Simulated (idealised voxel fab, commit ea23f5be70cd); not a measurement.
This is a process module. Its name is voxel transistor to metal.
Cross-sectional view cut (width: 275 nm; square cell size: 5 nm).
Think of the cross-section as a grid of square cells. We describe it in bands, top to bottom, and each band covers one or more rows of those cells. Per band: top height and bottom height in nm, followed by the left-to-right materials and their widths in nm; "all across" marks a single material spanning edge to edge, "empty" marks empty space. Convention: height 0 is the level below which the wafer, as received, is all one material. The lowest band does not terminate at the bottom but continues downward, represented as "top 0, no bottom". With a width like "30->40", each row of cells in the band differs from the next by the same amount, the top row carrying the first number and the bottom row the second. You'll sometimes find "no alterations made" written for a step, and that's the way of saying that nowhere in the cross-section did a cell change during that step. Sealed internal cavities: empty space of 8 cells or more with no open way to the top, each as width x height at its distance from the left edge, in nm. It should be noted that, on the line of a given step, the content following the step's settings is a remark produced by the simulator itself with respect to that step. The optional step-line setting "overlay nm" applies to steps with a mask and quantifies how far to the right of its planned location the mask lay, a negative value indicating leftward placement. Pairs follow: section before one process step, section after it down to the lowest changed band, step with settings underneath. Pairs may come from different runs of this module on the same starting wafer; continuity with the pair above only as stated in the "before" entry.
**before**
    top 55, bottom 35 = resist (25); empty (20); resist (55); empty (20); resist (30); empty (20); resist (55); empty (20); resist (30)
    top 35, bottom 25 = SiO2 (25); empty (20); SiO2 (55); empty (20); SiO2 (30); empty (20); SiO2 (55); empty (20); SiO2 (30)
    top 25, bottom 15 = SiO2 (25); empty (20); SiO2 (5); SiN (5); HfO2 (5); TiN (5); W (15); TiN (5); HfO2 (5); SiN (5); SiO2 (5); empty (20); SiO2 (30); empty (20); SiO2 (5); SiN (5); HfO2 (5); TiN (5); W (15); TiN (5); HfO2 (5); SiN (5); SiO2 (5); empty (20); SiO2 (30)
    top 15, bottom 10 = SiO2 (25); empty (5); SiGe (20); SiN (5); HfO2 (5); TiN (5); W (15); TiN (5); HfO2 (5); SiN (5); SiGe (20); empty (5); SiO2 (30); empty (5); SiGe (20); SiN (5); HfO2 (5); TiN (5); W (15); TiN (5); HfO2 (5); SiN (5); SiGe (20); empty (5); SiO2 (30)
    top 10, bottom 5 = SiO2 (15); SiGe (35); SiN (5); HfO2 (5); TiN (5); W (15); TiN (5); HfO2 (5); SiN (5); SiGe (35); SiO2 (10); SiGe (35); SiN (5); HfO2 (5); TiN (5); W (15); TiN (5); HfO2 (5); SiN (5); SiGe (35); SiO2 (20)
    top 5, bottom 0 = SiO2 (15); SiGe (35); SiN (5); HfO2 (5); TiN (25); HfO2 (5); SiN (5); SiGe (35); SiO2 (10); SiGe (35); SiN (5); HfO2 (5); TiN (25); HfO2 (5); SiN (5); SiGe (35); SiO2 (20)
    top 0, bottom -5 = SiO2 (15); SiGe (35); SiO2 (5); HfO2 (35); SiO2 (5); SiGe (35); SiO2 (10); SiGe (35); SiO2 (5); HfO2 (35); SiO2 (5); SiGe (35); SiO2 (20)
    top -5, bottom -10 = SiO2 (30); SiGe (20); Si (45); SiGe (20); SiO2 (40); SiGe (20); Si (45); SiGe (20); SiO2 (35)
    top -10, bottom -20 = SiO2 (25); Si (5); SiGe (20); Si (45); SiGe (20); Si (5); SiO2 (30); Si (5); SiGe (20); Si (45); SiGe (20); Si (5); SiO2 (30)
    top -20, bottom -30 = SiO2 (25); Si (95); SiO2 (30); Si (95); SiO2 (30)
    top -30, no bottom = Si all across
    Sealed internal cavities: none
**Section, Post-Step**
    top 35, bottom 25 = SiO2 (25); empty (20); SiO2 (55); empty (20); SiO2 (30); empty (20); SiO2 (55); empty (20); SiO2 (30)
    Below 25, the layers are the same as they were.
    Sealed internal cavities: none
So what happens between those two cross-sections up there? STRIP, etch materials resist
before: The pre-step condition corresponds to the post-step cross-section depicted in the pair directly above.
**Section, Post-Step**
    top 40, bottom 35 = TiN (30); empty (10); TiN (65); empty (10); TiN (40); empty (10); TiN (65); empty (10); TiN (35)
    top 35, bottom 25 = SiO2 (25); TiN (5); empty (10); TiN (5); SiO2 (55); TiN (5); empty (10); TiN (5); SiO2 (30); TiN (5); empty (10); TiN (5); SiO2 (55); TiN (5); empty (10); TiN (5); SiO2 (30)
    top 25, bottom 20 = SiO2 (25); TiN (5); empty (10); TiN (5); SiO2 (5); SiN (5); HfO2 (5); TiN (5); W (15); TiN (5); HfO2 (5); SiN (5); SiO2 (5); TiN (5); empty (10); TiN (5); SiO2 (30); TiN (5); empty (10); TiN (5); SiO2 (5); SiN (5); HfO2 (5); TiN (5); W (15); TiN (5); HfO2 (5); SiN (5); SiO2 (5); TiN (5); empty (10); TiN (5); SiO2 (30)
    top 20, bottom 15 = SiO2 (25); TiN (20); SiO2 (5); SiN (5); HfO2 (5); TiN (5); W (15); TiN (5); HfO2 (5); SiN (5); SiO2 (5); TiN (20); SiO2 (30); TiN (20); SiO2 (5); SiN (5); HfO2 (5); TiN (5); W (15); TiN (5); HfO2 (5); SiN (5); SiO2 (5); TiN (20); SiO2 (30)
    top 15, bottom 10 = SiO2 (25); TiN (5); SiGe (20); SiN (5); HfO2 (5); TiN (5); W (15); TiN (5); HfO2 (5); SiN (5); SiGe (20); TiN (5); SiO2 (30); TiN (5); SiGe (20); SiN (5); HfO2 (5); TiN (5); W (15); TiN (5); HfO2 (5); SiN (5); SiGe (20); TiN (5); SiO2 (30)
    Below 10, the layers are the same as they were.
    Sealed internal cavities: none
So what happens between those two cross-sections up there? CONFORMAL_DEP, material TiN, thk nm 5
before: The pre-step condition corresponds to the post-step cross-section depicted in the pair directly above.
**Section, Post-Step**
    top 50, bottom 40 = Ru all across
    top 40, bottom 35 = TiN (30); Ru (10); TiN (65); Ru (10); TiN (40); Ru (10); TiN (65); Ru (10); TiN (35)
    top 35, bottom 25 = SiO2 (25); TiN (5); Ru (10); TiN (5); SiO2 (55); TiN (5); Ru (10); TiN (5); SiO2 (30); TiN (5); Ru (10); TiN (5); SiO2 (55); TiN (5); Ru (10); TiN (5); SiO2 (30)
    top 25, bottom 20 = SiO2 (25); TiN (5); Ru (10); TiN (5); SiO2 (5); SiN (5); HfO2 (5); TiN (5); W (15); TiN (5); HfO2 (5); SiN (5); SiO2 (5); TiN (5); Ru (10); TiN (5); SiO2 (30); TiN (5); Ru (10); TiN (5); SiO2 (5); SiN (5); HfO2 (5); TiN (5); W (15); TiN (5); HfO2 (5); SiN (5); SiO2 (5); TiN (5); Ru (10); TiN (5); SiO2 (30)
    Below 20, the layers are the same as they were.
    Sealed internal cavities: none
So what happens between those two cross-sections up there? FILL_DEP, material Ru, thk nm 10
before: The pre-step condition corresponds to the post-step cross-section depicted in the pair directly above.
**Section, Post-Step**
    top 35, bottom 25 = SiO2 (25); TiN (5); Ru (10); TiN (5); SiO2 (55); TiN (5); Ru (10); TiN (5); SiO2 (30); TiN (5); Ru (10); TiN (5); SiO2 (55); TiN (5); Ru (10); TiN (5); SiO2 (30)
    Below 25, the layers are the same as they were.
    Sealed internal cavities: none
So what happens between those two cross-sections up there? CMP, height nm 35
before: The pre-step condition corresponds to the post-step cross-section depicted in the pair directly above.
**Section, Post-Step**
    top 40, bottom 35 = TiN all across
    Below 35, the layers are the same as they were.
    Sealed internal cavities: none
So what happens between those two cross-sections up there? DIRECTIONAL_DEP, material TiN, thk nm 5
before: The pre-step condition corresponds to the post-step cross-section depicted in the pair directly above.
**Section, Post-Step**
    top 65, bottom 40 = Ru all across
    Below 40, the layers are the same as they were.
    Sealed internal cavities: none
So what happens between those two cross-sections up there? DIRECTIONAL_DEP, material Ru, thk nm 25
before: The pre-step condition corresponds to the post-step cross-section depicted in the pair directly above.
**Section, Post-Step**
    top 75, bottom 65 = aC all across
    Below 65, the layers are the same as they were.
    Sealed internal cavities: none
So what happens between those two cross-sections up there? DIRECTIONAL_DEP, material aC, thk nm 10
before: The pre-step condition corresponds to the post-step cross-section depicted in the pair directly above.
**Section, Post-Step**
    top 105, bottom 75 = empty (25); resist (20); empty (55); resist (20); empty (30); resist (20); empty (55); resist (20); empty (30)
    Below 75, the layers are the same as they were.
    Sealed internal cavities: none
So what happens between those two cross-sections up there? PATTERN, tone cover, mask id METAL_1, material resist, width nm 20, thk nm 30, overlay nm 0
before: The pre-step condition corresponds to the post-step cross-section depicted in the pair directly above.
**Section, Post-Step**
    top 95, bottom 75 = empty (25); resist (20); empty (55); resist (20); empty (30); resist (20); empty (55); resist (20); empty (30)
    top 75, bottom 65 = empty (25); aC (20); empty (55); aC (20); empty (30); aC (20); empty (55); aC (20); empty (30)
    Below 65, the layers are the same as they were.
    Sealed internal cavities: none
So what happens between those two cross-sections up there? DIRECTIONAL_ETCH, etch materials aC, depth nm 10
before: The pre-step condition corresponds to the post-step cross-section depicted in the pair directly above.
**Section, Post-Step**
    top 75, bottom 65 = empty (25); aC (20); empty (55); aC (20); empty (30); aC (20); empty (55); aC (20); empty (30)
    Below 65, the layers are the same as they were.
    Sealed internal cavities: none
So what happens between those two cross-sections up there? STRIP, etch materials resist
before: The pre-step condition corresponds to the post-step cross-section depicted in the pair directly above.
**Section, Post-Step**
    top 75, bottom 65 = empty (25); aC (20); empty (55); aC (20); empty (30); aC (20); empty (55); aC (20); empty (30)
    top 65, bottom 40 = empty (25); Ru (20); empty (55); Ru (20); empty (30); Ru (20); empty (55); Ru (20); empty (30)
    Below 40, the layers are the same as they were.
    Sealed internal cavities: none
So what happens between those two cross-sections up there? DIRECTIONAL_ETCH, etch materials Ru, depth nm 25
before: The pre-step condition corresponds to the post-step cross-section depicted in the pair directly above.
**Section, Post-Step**
    top 75, bottom 65 = empty (25); aC (20); empty (55); aC (20); empty (30); aC (20); empty (55); aC (20); empty (30)
    top 65, bottom 40 = empty (25); Ru (20); empty (55); Ru (20); empty (30); Ru (20); empty (55); Ru (20); empty (30)
    top 40, bottom 35 = empty (25); TiN (20); empty (55); TiN (20); empty (30); TiN (20); empty (55); TiN (20); empty (30)
    Below 35, the layers are the same as they were.
    Sealed internal cavities: none
So what happens between those two cross-sections up there? DIRECTIONAL_ETCH, etch materials TiN, depth nm 5
before: The pre-step condition corresponds to the post-step cross-section depicted in the pair directly above.
**Section, Post-Step**
    top 65, bottom 40 = empty (25); Ru (20); empty (55); Ru (20); empty (30); Ru (20); empty (55); Ru (20); empty (30)
    Below 40, the layers are the same as they were.
    Sealed internal cavities: none
So what happens between those two cross-sections up there? STRIP, etch materials aC
before: The pre-step condition corresponds to the post-step cross-section depicted in the pair directly above.
**Section, Post-Step**
    top 70, bottom 65 = empty (20); SiN (30); empty (45); SiN (30); empty (20); SiN (30); empty (45); SiN (30); empty (25)
    top 65, bottom 40 = empty (20); SiN (5); Ru (20); SiN (5); empty (45); SiN (5); Ru (20); SiN (5); empty (20); SiN (5); Ru (20); SiN (5); empty (45); SiN (5); Ru (20); SiN (5); empty (25)
    top 40, bottom 35 = SiN (25); TiN (20); SiN (55); TiN (20); SiN (30); TiN (20); SiN (55); TiN (20); SiN (30)
    Below 35, the layers are the same as they were.
    Sealed internal cavities: none
So what happens between those two cross-sections up there? CONFORMAL_DEP, material SiN, thk nm 5
before: The pre-step condition corresponds to the post-step cross-section depicted in the pair directly above.
**Section, Post-Step**
    top 80, bottom 70 = lowk all across
    top 70, bottom 65 = lowk (20); SiN (30); lowk (45); SiN (30); lowk (20); SiN (30); lowk (45); SiN (30); lowk (25)
    top 65, bottom 40 = lowk (20); SiN (5); Ru (20); SiN (5); lowk (45); SiN (5); Ru (20); SiN (5); lowk (20); SiN (5); Ru (20); SiN (5); lowk (45); SiN (5); Ru (20); SiN (5); lowk (25)
    Below 40, the layers are the same as they were.
    Sealed internal cavities: none
So what happens between those two cross-sections up there? FILL_DEP, material lowk, thk nm 10
before: The pre-step condition corresponds to the post-step cross-section depicted in the pair directly above.
**Section, Post-Step**
    top 65, bottom 40 = lowk (20); SiN (5); Ru (20); SiN (5); lowk (45); SiN (5); Ru (20); SiN (5); lowk (20); SiN (5); Ru (20); SiN (5); lowk (45); SiN (5); Ru (20); SiN (5); lowk (25)
    Below 40, the layers are the same as they were.
    Sealed internal cavities: none
So what happens between those two cross-sections up there? CMP, height nm 65
before: The pre-step condition corresponds to the post-step cross-section depicted in the pair directly above.
**Section, Post-Step**
    top 70, bottom 65 = SiCN all across
    Below 65, the layers are the same as they were.
    Sealed internal cavities: none
So what happens between those two cross-sections up there? CONFORMAL_DEP, material SiCN, thk nm 5
**before**
    top 30, bottom 15 = empty (20); resist (105); empty (20); resist (105); empty (25)
    top 15, bottom 5 = empty (20); SiN (105); empty (20); SiN (105); empty (25)
    top 5, bottom 0 = empty (20); SiO2 (105); empty (20); SiO2 (105); empty (25)
    top 0, bottom -25 = empty (20); Si (105); empty (20); Si (105); empty (25)
    top -25, no bottom = Si all across
    Sealed internal cavities: none
**Section, Post-Step**
    top 30, bottom 15 = empty (20); resist (105); empty (20); resist (105); empty (25)
    top 15, bottom 5 = empty (20); SiN (105); empty (20); SiN (105); empty (25)
    top 5, bottom 0 = empty (20); SiO2 (105); empty (20); SiO2 (105); empty (25)
    top 0, bottom -50 = empty (20); Si (105); empty (20); Si (105); empty (25)
    Below -50, the layers are the same as they were.
    Sealed internal cavities: none
So what happens between those two cross-sections up there? DIRECTIONAL_ETCH, etch materials Si, depth nm 25
before: The pre-step condition corresponds to the post-step cross-section depicted in the pair directly above.
**Section, Post-Step**
    top 15, bottom 5 = empty (20); SiN (105); empty (20); SiN (105); empty (25)
    Below 5, the layers are the same as they were.
    Sealed internal cavities: none
So what happens between those two cross-sections up there? STRIP, etch materials resist
before: The pre-step condition corresponds to the post-step cross-section depicted in the pair directly above.
**Section, Post-Step**
    top 15, bottom 5 = empty (20); SiN (105); empty (20); SiN (105); empty (25)
    top 5, bottom 0 = empty (20); SiO2 (105); empty (20); SiO2 (105); empty (25)
    top 0, bottom -50 = empty (20); SiO2 (5); Si (95); SiO2 (5); empty (20); SiO2 (5); Si (95); SiO2 (5); empty (25)
    top -50, bottom -55 = SiO2 (25); Si (95); SiO2 (30); Si (95); SiO2 (30)
    Below -55, the layers are the same as they were.
    Sealed internal cavities: none
So what happens between those two cross-sections up there? OXIDIZE, depth nm 5
before: The pre-step condition corresponds to the post-step cross-section depicted in the pair directly above.
**Section, Post-Step**
    top 25, bottom 15 = SiO2 all across
    top 15, bottom 5 = SiO2 (20); SiN (105); SiO2 (20); SiN (105); SiO2 (25)
    top 5, bottom 0 = SiO2 all across
    top 0, bottom -55 = SiO2 (25); Si (95); SiO2 (30); Si (95); SiO2 (30)
    Below -55, the layers are the same as they were.
    Sealed internal cavities: none
So what happens between those two cross-sections up there? FILL_DEP, material SiO2, thk nm 10
before: The pre-step condition corresponds to the post-step cross-section depicted in the pair directly above.
**Section, Post-Step**
    top 15, bottom 5 = SiO2 (20); SiN (105); SiO2 (20); SiN (105); SiO2 (25)
    Below 5, the layers are the same as they were.
    Sealed internal cavities: none
So what happens between those two cross-sections up there? CMP, height nm 15
before: The pre-step condition corresponds to the post-step cross-section depicted in the pair directly above.
**Section, Post-Step**
    top 15, bottom 5 = empty (20); SiN (105); empty (20); SiN (105); empty (25)
    Below 5, the layers are the same as they were.
    Sealed internal cavities: none
So what happens between those two cross-sections up there? SELECTIVE_ETCH, etch materials SiO2, depth nm 10
before: The pre-step condition corresponds to the post-step cross-section depicted in the pair directly above.
**Section, Post-Step**
    top 5, bottom 0 = SiO2 all across
    Below 0, the layers are the same as they were.
    Sealed internal cavities: none
So what happens between those two cross-sections up there? STRIP, etch materials SiN
before: The pre-step condition corresponds to the post-step cross-section depicted in the pair directly above.
**Section, Post-Step**
    top 0, bottom -55 = SiO2 (25); Si (95); SiO2 (30); Si (95); SiO2 (30)
    Below -55, the layers are the same as they were.
    Sealed internal cavities: none
So what happens between those two cross-sections up there? SELECTIVE_ETCH, etch materials SiO2, depth nm 5
before: The pre-step condition corresponds to the post-step cross-section depicted in the pair directly above.
**Section, Post-Step**
    top 0, bottom -5 = SiO2 all across
    Below -5, the layers are the same as they were.
    Sealed internal cavities: none
So what happens between those two cross-sections up there? OXIDIZE, depth nm 5
before: The pre-step condition corresponds to the post-step cross-section depicted in the pair directly above.
**Section, Post-Step**
    top 30, bottom 0 = polySi all across
    Below 0, the layers are the same as they were.
    Sealed internal cavities: none
So what happens between those two cross-sections up there? DIRECTIONAL_DEP, material polySi, thk nm 30
before: The pre-step condition corresponds to the post-step cross-section depicted in the pair directly above.
**Section, Post-Step**
    top 40, bottom 30 = SiCN all across
    Below 30, the layers are the same as they were.
    Sealed internal cavities: none
So what happens between those two cross-sections up there? DIRECTIONAL_DEP, material SiCN, thk nm 10
before: The pre-step condition corresponds to the post-step cross-section depicted in the pair directly above.
**Section, Post-Step**
    top 40, bottom 30 = empty (60); SiCN (25); empty (100); SiCN (25); empty (65)
    Below 30, the layers are the same as they were.
    Sealed internal cavities: none
So what happens between those two cross-sections up there? MASKED_ETCH, tone cover, mask id GATE, width nm 25, pitch nm 125, etch materials SiCN, depth nm 20, overlay nm 0
before: The pre-step condition corresponds to the post-step cross-section depicted in the pair directly above.
**Section, Post-Step**
    top 40, bottom 30 = empty (60); SiCN (25); empty (100); SiCN (25); empty (65)
    top 30, bottom 0 = empty (60); polySi (25); empty (100); polySi (25); empty (65)
    Below 0, the layers are the same as they were.
    Sealed internal cavities: none
So what happens between those two cross-sections up there? MASKED_ETCH, tone cover, mask id GATE, width nm 25, pitch nm 125, etch materials polySi, depth nm 40, overlay nm 0
before: The pre-step condition corresponds to the post-step cross-section depicted in the pair directly above.
**Section, Post-Step**
    top 45, bottom 40 = empty (55); SiO2 (35); empty (90); SiO2 (35); empty (60)
    top 40, bottom 30 = empty (55); SiO2 (5); SiCN (25); SiO2 (5); empty (90); SiO2 (5); SiCN (25); SiO2 (5); empty (60)
    top 30, bottom 5 = empty (55); SiO2 (5); polySi (25); SiO2 (5); empty (90); SiO2 (5); polySi (25); SiO2 (5); empty (60)
    top 5, bottom 0 = SiO2 (60); polySi (25); SiO2 (100); polySi (25); SiO2 (65)
    Below 0, the layers are the same as they were.
    Sealed internal cavities: none
So what happens between those two cross-sections up there? CONFORMAL_DEP, material SiO2, thk nm 5
before: The pre-step condition corresponds to the post-step cross-section depicted in the pair directly above.
**Section, Post-Step**
    top 40, bottom 30 = empty (55); SiO2 (5); SiCN (25); SiO2 (5); empty (90); SiO2 (5); SiCN (25); SiO2 (5); empty (60)
    top 30, bottom 0 = empty (55); SiO2 (5); polySi (25); SiO2 (5); empty (90); SiO2 (5); polySi (25); SiO2 (5); empty (60)
    Below 0, the layers are the same as they were.
    Sealed internal cavities: none
So what happens between those two cross-sections up there? DIRECTIONAL_ETCH, etch materials SiO2, depth nm 5
before: The pre-step condition corresponds to the post-step cross-section depicted in the pair directly above.
**Section, Post-Step**
    top 45, bottom 40 = empty (50); SiN (45); empty (80); SiN (45); empty (55)
    top 40, bottom 30 = empty (50); SiN (5); SiO2 (5); SiCN (25); SiO2 (5); SiN (5); empty (80); SiN (5); SiO2 (5); SiCN (25); SiO2 (5); SiN (5); empty (55)
    top 30, bottom 5 = empty (50); SiN (5); SiO2 (5); polySi (25); SiO2 (5); SiN (5); empty (80); SiN (5); SiO2 (5); polySi (25); SiO2 (5); SiN (5); empty (55)
    top 5, bottom 0 = SiN (55); SiO2 (5); polySi (25); SiO2 (5); SiN (90); SiO2 (5); polySi (25); SiO2 (5); SiN (60)
    Below 0, the layers are the same as they were.
    Sealed internal cavities: none
So what happens between those two cross-sections up there? CONFORMAL_DEP, material SiN, thk nm 5
before: The pre-step condition corresponds to the post-step cross-section depicted in the pair directly above.
**Section, Post-Step**
    top 40, bottom 30 = empty (50); SiN (5); SiO2 (5); SiCN (25); SiO2 (5); SiN (5); empty (80); SiN (5); SiO2 (5); SiCN (25); SiO2 (5); SiN (5); empty (55)
    top 30, bottom 0 = empty (50); SiN (5); SiO2 (5); polySi (25); SiO2 (5); SiN (5); empty (80); SiN (5); SiO2 (5); polySi (25); SiO2 (5); SiN (5); empty (55)
    Below 0, the layers are the same as they were.
    Sealed internal cavities: none
So what happens between those two cross-sections up there? DIRECTIONAL_ETCH, etch materials SiN, depth nm 5
before: The pre-step condition corresponds to the post-step cross-section depicted in the pair directly above.
**Section, Post-Step**
    top 40, bottom 35 = empty (50); SiN (5); empty (5); SiCN (25); empty (5); SiN (5); empty (80); SiN (5); empty (5); SiCN (25); empty (5); SiN (5); empty (55)
    top 35, bottom 30 = empty (50); SiN (5); SiO2 (5); SiCN (25); SiO2 (5); SiN (5); empty (80); SiN (5); SiO2 (5); SiCN (25); SiO2 (5); SiN (5); empty (55)
    top 30, bottom 0 = empty (50); SiN (5); SiO2 (5); polySi (25); SiO2 (5); SiN (5); empty (80); SiN (5); SiO2 (5); polySi (25); SiO2 (5); SiN (5); empty (55)
    top 0, bottom -5 = empty (50); SiO2 (45); empty (80); SiO2 (45); empty (55)
    Below -5, the layers are the same as they were.
    Sealed internal cavities: none
So what happens between those two cross-sections up there? DIRECTIONAL_ETCH, etch materials SiO2, depth nm 5
before: The pre-step condition corresponds to the post-step cross-section depicted in the pair directly above.
**Section, Post-Step**
    top 40, bottom 35 = empty (50); SiN (5); empty (5); SiCN (25); empty (5); SiN (5); empty (80); SiN (5); empty (5); SiCN (25); empty (5); SiN (5); empty (55)
    top 35, bottom 30 = empty (50); SiN (5); SiO2 (5); SiCN (25); SiO2 (5); SiN (5); empty (80); SiN (5); SiO2 (5); SiCN (25); SiO2 (5); SiN (5); empty (55)
    top 30, bottom 0 = empty (50); SiN (5); SiO2 (5); polySi (25); SiO2 (5); SiN (5); empty (80); SiN (5); SiO2 (5); polySi (25); SiO2 (5); SiN (5); empty (55)
    top 0, bottom -5 = empty (50); SiO2 (45); empty (80); SiO2 (45); empty (55)
    top -5, bottom -20 = SiO2 (25); empty (25); Si (45); empty (25); SiO2 (30); empty (25); Si (45); empty (25); SiO2 (30)
    Below -20, the layers are the same as they were.
    Sealed internal cavities: none
So what happens between those two cross-sections up there? DIRECTIONAL_ETCH, etch materials Si, depth nm 15
before: The pre-step condition corresponds to the post-step cross-section depicted in the pair directly above.
**Section, Post-Step**
    top 40, bottom 35 = empty (50); SiN (5); empty (5); SiCN (25); empty (5); SiN (5); empty (80); SiN (5); empty (5); SiCN (25); empty (5); SiN (5); empty (55)
    top 35, bottom 30 = empty (50); SiN (5); SiO2 (5); SiCN (25); SiO2 (5); SiN (5); empty (80); SiN (5); SiO2 (5); SiCN (25); SiO2 (5); SiN (5); empty (55)
    top 30, bottom 15 = empty (50); SiN (5); SiO2 (5); polySi (25); SiO2 (5); SiN (5); empty (80); SiN (5); SiO2 (5); polySi (25); SiO2 (5); SiN (5); empty (55)
    top 15, bottom 0 = empty (30); SiGe (20); SiN (5); SiO2 (5); polySi (25); SiO2 (5); SiN (5); SiGe (20); empty (40); SiGe (20); SiN (5); SiO2 (5); polySi (25); SiO2 (5); SiN (5); SiGe (20); empty (35)
    top 0, bottom -5 = empty (20); SiGe (30); SiO2 (45); SiGe (30); empty (20); SiGe (30); SiO2 (45); SiGe (30); empty (25)
    top -5, bottom -20 = SiO2 (25); SiGe (25); Si (45); SiGe (25); SiO2 (30); SiGe (25); Si (45); SiGe (25); SiO2 (30)
    Below -20, the layers are the same as they were.
    Sealed internal cavities: none
So what happens between those two cross-sections up there? EPI, material SiGe, thk nm 20
before: The pre-step condition corresponds to the post-step cross-section depicted in the pair directly above.
**Section, Post-Step**
    top 45, bottom 40 = SiO2 all across
    top 40, bottom 30 = SiO2 (50); SiN (5); SiO2 (5); SiCN (25); SiO2 (5); SiN (5); SiO2 (80); SiN (5); SiO2 (5); SiCN (25); SiO2 (5); SiN (5); SiO2 (55)
    top 30, bottom 15 = SiO2 (50); SiN (5); SiO2 (5); polySi (25); SiO2 (5); SiN (5); SiO2 (80); SiN (5); SiO2 (5); polySi (25); SiO2 (5); SiN (5); SiO2 (55)
    top 15, bottom 0 = SiO2 (30); SiGe (20); SiN (5); SiO2 (5); polySi (25); SiO2 (5); SiN (5); SiGe (20); SiO2 (40); SiGe (20); SiN (5); SiO2 (5); polySi (25); SiO2 (5); SiN (5); SiGe (20); SiO2 (35)
    top 0, bottom -5 = SiO2 (20); SiGe (30); SiO2 (45); SiGe (30); SiO2 (20); SiGe (30); SiO2 (45); SiGe (30); SiO2 (25)
    Below -5, the layers are the same as they were.
    Sealed internal cavities: none
So what happens between those two cross-sections up there? FILL_DEP, material SiO2, thk nm 5
before: The pre-step condition corresponds to the post-step cross-section depicted in the pair directly above.
**Section, Post-Step**
    top 30, bottom 15 = SiO2 (50); SiN (5); SiO2 (5); polySi (25); SiO2 (5); SiN (5); SiO2 (80); SiN (5); SiO2 (5); polySi (25); SiO2 (5); SiN (5); SiO2 (55)
    Below 15, the layers are the same as they were.
    Sealed internal cavities: none
So what happens between those two cross-sections up there? CMP, height nm 30
before: The pre-step condition corresponds to the post-step cross-section depicted in the pair directly above.
**Section, Post-Step**
    top 30, bottom 15 = SiO2 (50); SiN (5); SiO2 (5); empty (25); SiO2 (5); SiN (5); SiO2 (80); SiN (5); SiO2 (5); empty (25); SiO2 (5); SiN (5); SiO2 (55)
    top 15, bottom 0 = SiO2 (30); SiGe (20); SiN (5); SiO2 (5); empty (25); SiO2 (5); SiN (5); SiGe (20); SiO2 (40); SiGe (20); SiN (5); SiO2 (5); empty (25); SiO2 (5); SiN (5); SiGe (20); SiO2 (35)
    Below 0, the layers are the same as they were.
    Sealed internal cavities: none
So what happens between those two cross-sections up there? STRIP, etch materials polySi
before: The pre-step condition corresponds to the post-step cross-section depicted in the pair directly above.
**Section, Post-Step**
    top 30, bottom 25 = empty (50); SiN (5); empty (35); SiN (5); empty (80); SiN (5); empty (35); SiN (5); empty (55)
    top 25, bottom 15 = SiO2 (50); SiN (5); empty (35); SiN (5); SiO2 (80); SiN (5); empty (35); SiN (5); SiO2 (55)
    top 15, bottom 0 = SiO2 (30); SiGe (20); SiN (5); empty (35); SiN (5); SiGe (20); SiO2 (40); SiGe (20); SiN (5); empty (35); SiN (5); SiGe (20); SiO2 (35)
    top 0, bottom -5 = SiO2 (20); SiGe (30); SiO2 (5); empty (35); SiO2 (5); SiGe (30); SiO2 (20); SiGe (30); SiO2 (5); empty (35); SiO2 (5); SiGe (30); SiO2 (25)
    Below -5, the layers are the same as they were.
    Sealed internal cavities: none
So what happens between those two cross-sections up there? SELECTIVE_ETCH, etch materials SiO2, depth nm 5
before: The pre-step condition corresponds to the post-step cross-section depicted in the pair directly above.
**Section, Post-Step**
    top 35, bottom 30 = empty (45); HfO2 (15); empty (25); HfO2 (15); empty (70); HfO2 (15); empty (25); HfO2 (15); empty (50)
    top 30, bottom 25 = HfO2 (50); SiN (5); HfO2 (5); empty (25); HfO2 (5); SiN (5); HfO2 (80); SiN (5); HfO2 (5); empty (25); HfO2 (5); SiN (5); HfO2 (55)
    top 25, bottom 15 = SiO2 (50); SiN (5); HfO2 (5); empty (25); HfO2 (5); SiN (5); SiO2 (80); SiN (5); HfO2 (5); empty (25); HfO2 (5); SiN (5); SiO2 (55)
    top 15, bottom 0 = SiO2 (30); SiGe (20); SiN (5); HfO2 (5); empty (25); HfO2 (5); SiN (5); SiGe (20); SiO2 (40); SiGe (20); SiN (5); HfO2 (5); empty (25); HfO2 (5); SiN (5); SiGe (20); SiO2 (35)
    top 0, bottom -5 = SiO2 (20); SiGe (30); SiO2 (5); HfO2 (35); SiO2 (5); SiGe (30); SiO2 (20); SiGe (30); SiO2 (5); HfO2 (35); SiO2 (5); SiGe (30); SiO2 (25)
    Below -5, the layers are the same as they were.
    Sealed internal cavities: none
So what happens between those two cross-sections up there? CONFORMAL_DEP, material HfO2, thk nm 5
before: The pre-step condition corresponds to the post-step cross-section depicted in the pair directly above.
**Section, Post-Step**
    top 40, bottom 35 = empty (40); TiN (25); empty (15); TiN (25); empty (60); TiN (25); empty (15); TiN (25); empty (45)
    top 35, bottom 30 = TiN (45); HfO2 (15); TiN (5); empty (15); TiN (5); HfO2 (15); TiN (70); HfO2 (15); TiN (5); empty (15); TiN (5); HfO2 (15); TiN (50)
    top 30, bottom 25 = HfO2 (50); SiN (5); HfO2 (5); TiN (5); empty (15); TiN (5); HfO2 (5); SiN (5); HfO2 (80); SiN (5); HfO2 (5); TiN (5); empty (15); TiN (5); HfO2 (5); SiN (5); HfO2 (55)
    top 25, bottom 15 = SiO2 (50); SiN (5); HfO2 (5); TiN (5); empty (15); TiN (5); HfO2 (5); SiN (5); SiO2 (80); SiN (5); HfO2 (5); TiN (5); empty (15); TiN (5); HfO2 (5); SiN (5); SiO2 (55)
    top 15, bottom 5 = SiO2 (30); SiGe (20); SiN (5); HfO2 (5); TiN (5); empty (15); TiN (5); HfO2 (5); SiN (5); SiGe (20); SiO2 (40); SiGe (20); SiN (5); HfO2 (5); TiN (5); empty (15); TiN (5); HfO2 (5); SiN (5); SiGe (20); SiO2 (35)
    top 5, bottom 0 = SiO2 (30); SiGe (20); SiN (5); HfO2 (5); TiN (25); HfO2 (5); SiN (5); SiGe (20); SiO2 (40); SiGe (20); SiN (5); HfO2 (5); TiN (25); HfO2 (5); SiN (5); SiGe (20); SiO2 (35)
    Below 0, the layers are the same as they were.
    Sealed internal cavities: none
So what happens between those two cross-sections up there? CONFORMAL_DEP, material TiN, thk nm 5
